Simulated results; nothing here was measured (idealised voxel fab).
The process module that follows is named voxel wiring stack.
Cross-sectional view cut (width: 240 nm; square cell size: 5 nm).
Format of a cross-section: grid, square cells. Given as bands. Order: top down. Band: one or more rows of cells.
Within each band entry, the heights of the top and of the bottom of the band appear first, in that order and in nm; the materials of the band then follow from left to right, each with its corresponding width in nm. The designation "full width" on a single material indicates that it fills the band from edge to edge; the designation "empty" indicates empty space.
Heads up on the height convention: 0 is the point under which the incoming wafer is all one material, and the lowest band has no bottom, it just keeps going down, like "0..down".
When a width is written as two numbers, as in "30 to 40", the first number is the width in the top row of cells of the band and the second is the width in its bottom row, and the width changes by the same amount from each row to the next.
Basically "nothing different" means that step didn't change any cell in the cross-section.
Under "Enclosed void inventory" you'll find the enclosed gaps, the ones with no way out to the top, that are 8 cells or bigger; each reads width x height at distance, with distance counted from the left edge, everything in nm.
after a step's settings: what the simulator itself notes on the step
A step line may carry the setting "overlay nm", which, for steps involving a mask, states the distance by which the mask lay to the right of its intended position; negative values denote displacement to the left.
-- So here's the lineup of process steps we planned
1. RECEIVE with material Si
2. CONFORMAL_DEP with material SiO2, thk nm 15
3. DIRECTIONAL_DEP with material TiN, thk nm 5
4. DIRECTIONAL_DEP with material W, thk nm 20
5. PATTERN with tone cover, mask id METAL_1, material resist, width nm 25, pitch nm 45, thk nm 15, overlay nm 0
6. DIRECTIONAL_ETCH with etch materials W, depth nm 20
7. DIRECTIONAL_ETCH with etch materials TiN, depth nm 5
8. STRIP with etch materials resist
9. FILL_DEP with material SiO2, thk nm 10
10. CMP with height nm 40
11. CONFORMAL_DEP with material SiCN, thk nm 5
12. DIRECTIONAL_DEP with material SiO2, thk nm 25
13. MASKED_ETCH with tone open, mask id METAL_2_HOLES, width nm 15, pitch nm 90, etch materials SiO2, depth nm 25, overlay nm 0
14. PATTERN with tone open, mask id METAL_2, material resist, width nm 25, pitch nm 45, thk nm 15, overlay nm 0
15. DIRECTIONAL_ETCH with etch materials SiO2, depth nm 15
16. DIRECTIONAL_ETCH with etch materials SiCN, depth nm 5
17. STRIP with etch materials resist
18. CONFORMAL_DEP with material TiN, thk nm 5
19. FILL_DEP with material Cu, thk nm 10
20. CMP with height nm 70
21. CONFORMAL_DEP with material SiCN, thk nm 5
22. DIRECTIONAL_DEP with material SiO2, thk nm 35
23. DIRECTIONAL_DEP with material aC, thk nm 15
24. PATTERN with tone open, mask id METAL_3, material resist, width nm 25, pitch nm 45, thk nm 35, overlay nm 0
25. DIRECTIONAL_ETCH with etch materials aC, depth nm 15
26. STRIP with etch materials resist
27. DIRECTIONAL_ETCH with etch materials SiO2, depth nm 20
28. STRIP with etch materials aC
29. PATTERN with tone open, mask id METAL_3_HOLES, material resist, width nm 15, pitch nm 90, thk nm 20, overlay nm 0
30. DIRECTIONAL_ETCH with etch materials SiO2, depth nm 15
31. DIRECTIONAL_ETCH with etch materials SiCN, depth nm 5
32. STRIP with etch materials resist
33. CONFORMAL_DEP with material TiN, thk nm 5
34. FILL_DEP with material Ru, thk nm 10
35. CMP with height nm 110
36. CONFORMAL_DEP with material SiCN, thk nm 5
37. DIRECTIONAL_DEP with material SiO2, thk nm 25
38. DIRECTIONAL_DEP with material aC, thk nm 15
39. PATTERN with tone open, mask id METAL_4, material resist, width nm 25, pitch nm 45, thk nm 30, overlay nm 0
40. DIRECTIONAL_ETCH with etch materials aC, depth nm 15
41. STRIP with etch materials resist
42. DIRECTIONAL_ETCH with etch materials SiO2, depth nm 15
43. STRIP with etch materials aC
44. PATTERN with tone open, mask id METAL_4_HOLES, material resist, width nm 15, pitch nm 90, thk nm 20, overlay nm 0
45. DIRECTIONAL_ETCH with etch materials SiO2, depth nm 10
46. DIRECTIONAL_ETCH with etch materials SiCN, depth nm 5
47. STRIP with etch materials resist
48. CONFORMAL_DEP with material TiN, thk nm 5
49. FILL_DEP with material Cu, thk nm 10
50. CMP with height nm 140
51. CONFORMAL_DEP with material SiN, thk nm 5
-- Cross-section of the wafer at receipt, which is the condition after step 1
- 0..down  Si full width
- Enclosed void inventory: none
-- Final cross-section, module run with one mistake (start and plan as above)
- 145..140  SiN full width
- 140..130  SiO2=60  TiN=5  Cu=15  TiN=5  SiO2=20  TiN=5  Cu=15  TiN=5  SiO2=20  TiN=5  Cu=15  TiN=5  SiO2=65
- 130..125  SiO2=60  TiN=5  Cu=5  TiN=15  SiO2=20  TiN=25  SiO2=20  TiN=5  Cu=5  TiN=15  SiO2=65
- 125..115  SiO2=60  TiN=5  Cu=5  TiN=5  SiO2=75  TiN=5  Cu=5  TiN=5  SiO2=75
- 115..110  SiCN=60  TiN=15  SiCN=75  TiN=15  SiCN=75
- 110..105  SiO2=60  TiN=5  Ru=5  TiN=15  SiO2=20  TiN=25  SiO2=20  TiN=5  Ru=5  TiN=15  SiO2=65
- 105..90  SiO2=60  TiN=5  Ru=5  TiN=5  SiO2=75  TiN=5  Ru=5  TiN=5  SiO2=75
- 90..85  SiCN=60  TiN=15  SiCN=75  TiN=15  SiCN=75
- 85..75  Cu full width
- 75..70  TiN=65  Cu=15  TiN=30  Cu=15  TiN=30  Cu=15  TiN=70
- 70..60  SiO2=60  TiN=5  Cu=15  TiN=5  SiO2=20  TiN=5  Cu=15  TiN=5  SiO2=20  TiN=5  Cu=15  TiN=5  SiO2=65
- 60..55  SiO2=60  TiN=5  Cu=5  TiN=15  SiO2=20  TiN=25  SiO2=20  TiN=5  Cu=5  TiN=15  SiO2=65
- 55..45  SiO2=60  TiN=5  Cu=5  TiN=5  SiO2=75  TiN=5  Cu=5  TiN=5  SiO2=75
- 45..40  SiCN=60  TiN=15  SiCN=75  TiN=15  SiCN=75
- 40..20  SiO2=60  W=25  SiO2=20  W=25  SiO2=20  W=25  SiO2=65
- 20..15  SiO2=60  TiN=25  SiO2=20  TiN=25  SiO2=20  TiN=25  SiO2=65
- 15..0  SiO2 full width
- 0..down  Si full width
- Enclosed void inventory: none
Error vs. plan: skipped: plan step 20 (never run)
